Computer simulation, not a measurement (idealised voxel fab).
Process module name: voxel capacitor over wiring
The cross-section shown here is cut; it is 265 nm wide and divided into square cells measuring 5 nm on a side.
In this document a cross-section is written as a grid of square cells. It is given as a series of bands, listed from the top down, and a band is one or more rows of cells.
Band: top height; bottom height; in nm. Then, left to right: material with width in nm, for each material. "edge to edge": a single material spanning edge to edge. "blank": empty space.
Basically, 0 is our baseline, since under it the wafer straight out of the box is all one material. The bottom band has no lower end and keeps on going down, so it looks like "0 nm and below".
Read "30->40" as a graded width: first number on top, second number at the bottom, same change between each pair of neighbouring rows.
"remained the same" -> step changed no cross-section cell.
"Cavities, closed" enumerates empty spaces isolated from the top, with no open way to it, that contain at least 8 cells, giving each as width x height at distance from the left edge, all three in nm.
The remark found on a step's line after its settings is issued by the simulator itself and pertains to that step.
You can add "overlay nm" to a step's line. For a step with a mask, it describes how far the mask lay to the right of its planned position, and a negative number describes a lay to the left.
### Planned step list for the process
- 1: RECEIVE | material Si
- 2: CONFORMAL_DEP | material SiO2 | thk nm 15
- 3: CONFORMAL_DEP | material SiN | thk nm 5
- 4: DIRECTIONAL_DEP | material SiO2 | thk nm 25
- 5: MASKED_ETCH | tone open | mask id METAL_1 | width nm 30 | pitch nm 90 | etch materials SiO2 | depth nm 25 | overlay nm 0
- 6: MASKED_ETCH | tone open | mask id METAL_1 | width nm 30 | pitch nm 90 | etch materials SiN | depth nm 5 | overlay nm 0
- 7: CONFORMAL_DEP | material TiN | thk nm 5
- 8: FILL_DEP | material Cu | thk nm 10
- 9: CMP | height nm 45
- 10: CONFORMAL_DEP | material SiCN | thk nm 5
- 11: DIRECTIONAL_DEP | material SiO2 | thk nm 15
- 12: PATTERN | tone open | mask id PLUG_1 | material resist | width nm 15 | thk nm 15 | overlay nm 0
- 13: DIRECTIONAL_ETCH | etch materials SiO2 | depth nm 15
- 14: DIRECTIONAL_ETCH | etch materials SiCN | depth nm 5
- 15: STRIP | etch materials resist
- 16: EPI | material Ru | thk nm 10
- 17: EPI | material Ru | thk nm 10
- 18: DIRECTIONAL_DEP | material TiN | thk nm 5
- 19: DIRECTIONAL_DEP | material HfO2 | thk nm 5
- 20: DIRECTIONAL_DEP | material TiN | thk nm 10
- 21: PATTERN | tone cover | mask id UPPER_PLATE | material resist | width nm 65 | thk nm 15 | overlay nm 0
- 22: DIRECTIONAL_ETCH | etch materials TiN | depth nm 10
- 23: DIRECTIONAL_ETCH | etch materials HfO2 | depth nm 5
- 24: STRIP | etch materials resist
- 25: PATTERN | tone cover | mask id LOWER_PLATE | material resist | width nm 75 | thk nm 15 | overlay nm 0
- 26: DIRECTIONAL_ETCH | etch materials TiN | depth nm 5
- 27: STRIP | etch materials resist
- 28: FILL_DEP | material SiO2 | thk nm 15
- 29: CMP | height nm 95
- 30: PATTERN | tone open | mask id PLUG_2 | material resist | width nm 15 | thk nm 20 | overlay nm 0
- 31: DIRECTIONAL_ETCH | etch materials SiO2 | depth nm 10
- 32: STRIP | etch materials resist
- 33: CONFORMAL_DEP | material TiN | thk nm 5
- 34: FILL_DEP | material Cu | thk nm 10
- 35: CMP | height nm 95
- 36: CONFORMAL_DEP | material SiN | thk nm 5
### Cross-section, incoming material, after step 1
	0 nm and below: Si edge to edge
	Cavities, closed: none
### Module complete, cross-section. Starting point and plan per above. One mistake made in running the module
	100 nm to 95 nm: SiN edge to edge
	95 nm to 90 nm: 95 of SiO2 | 5 of TiN | 5 of Cu | 5 of TiN | 155 of SiO2
	90 nm to 85 nm: 95 of SiO2 | 15 of TiN | 155 of SiO2
	85 nm to 75 nm: 85 of SiO2 | 65 of TiN | 115 of SiO2
	75 nm to 70 nm: 85 of SiO2 | 65 of HfO2 | 115 of SiO2
	70 nm to 65 nm: 80 of SiO2 | 75 of TiN | 110 of SiO2
	65 nm to 50 nm: 85 of SiO2 | 15 of Ru | 165 of SiO2
	50 nm to 45 nm: 85 of SiCN | 15 of Ru | 165 of SiCN
	45 nm to 35 nm: 70 of SiO2 | 5 of TiN | 20 of Cu | 5 of TiN | 60 of SiO2 | 5 of TiN | 20 of Cu | 5 of TiN | 75 of SiO2
	35 nm to 30 nm: 70 of SiN | 30 of TiN | 60 of SiN | 30 of TiN | 75 of SiN
	30 nm to 0 nm: SiO2 edge to edge
	0 nm and below: Si edge to edge
	Cavities, closed: none
Here's what went sideways: step 2 in the plan was executed twice
